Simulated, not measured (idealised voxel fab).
The following is a process module called voxel plated lines.
Shown is cross-section cut, with a width of 230 nm and square cells of size 5 nm.
Cross-section = grid of square cells, listed top down in bands; band = one or more rows. Top, bottom (nm), then materials left to right with widths (nm); lone material tagged "everywhere" fills the whole band edge to edge; "empty" = empty space. Zero point of the height axis is 0; under it, received wafer = one material. Lowest band: continues down indefinitely, "0 -> down". Think of "30 to 40" as a width that walks from the first number to the second as you go down the band, top row to bottom row, taking equal-sized steps from row to row. Step note "all unchanged" = no cross-section cell changed. For the entry "Closed-off voids", the listed items are empty spaces with no open way to the top whose size is 8 cells or more; each item follows the pattern width x height at distance, where distance is from the left edge and all three are in nm. Text after the settings on a step's line: the simulator's own remark on that step. Each step line may optionally specify "overlay nm", which for a step with a mask gives the rightward distance between the mask's planned place and where it lay, a negative value indicating the leftward direction.
Set out below are the planned steps of the process
1 RECEIVE (material Si)
2 CONFORMAL_DEP (material SiN; thk nm 5)
3 DIRECTIONAL_DEP (material TiN; thk nm 5)
4 PATTERN (tone open; mask id LINES; material resist; width nm 20; pitch nm 50; thk nm 25; overlay nm 0)
5 EPI (material Ru; thk nm 10)
6 EPI (material Ru; thk nm 5)
7 STRIP (etch materials resist)
8 DIRECTIONAL_ETCH (etch materials TiN; depth nm 5)
9 CONFORMAL_DEP (material SiCN; thk nm 10)
Delivered wafer in cross-section: state after step 1
    0 -> down | Si everywhere
    Closed-off voids: none
First of two wafers, end-of-module section, run followed plan
    35 -> 25 | empty 70; SiCN 40; empty 10; SiCN 40; empty 70
    25 -> 15 | empty 70; SiCN 10; Ru 20; SiCN 10; empty 10; SiCN 10; Ru 20; SiCN 10; empty 70
    15 -> 10 | SiCN 80; Ru 20; SiCN 30; Ru 20; SiCN 80
    10 -> 5 | SiCN 80; TiN 20; SiCN 30; TiN 20; SiCN 80
    5 -> 0 | SiN everywhere
    0 -> down | Si everywhere
    Closed-off voids: none
Here's the second of our two wafers sectioned at module end. Same start as the first, same plan, but one mistake got made running it
    35 -> 25 | empty 80; SiCN 40; empty 10; SiCN 40; empty 60
    25 -> 15 | empty 80; SiCN 10; Ru 20; SiCN 10; empty 10; SiCN 10; Ru 20; SiCN 10; empty 60
    15 -> 10 | SiCN 90; Ru 20; SiCN 30; Ru 20; SiCN 70
    10 -> 5 | SiCN 90; TiN 20; SiCN 30; TiN 20; SiCN 70
    5 -> 0 | SiN everywhere
    0 -> down | Si everywhere
    Closed-off voids: none
Deviation noted in wafer processing: step 4, actual vs plan mismatch, actual run PATTERN (tone open; mask id LINES; material resist; width nm 20; pitch nm 50; thk nm 25; overlay nm 10)
Final wafers compared: equal cell tally per material, rearranged layout.
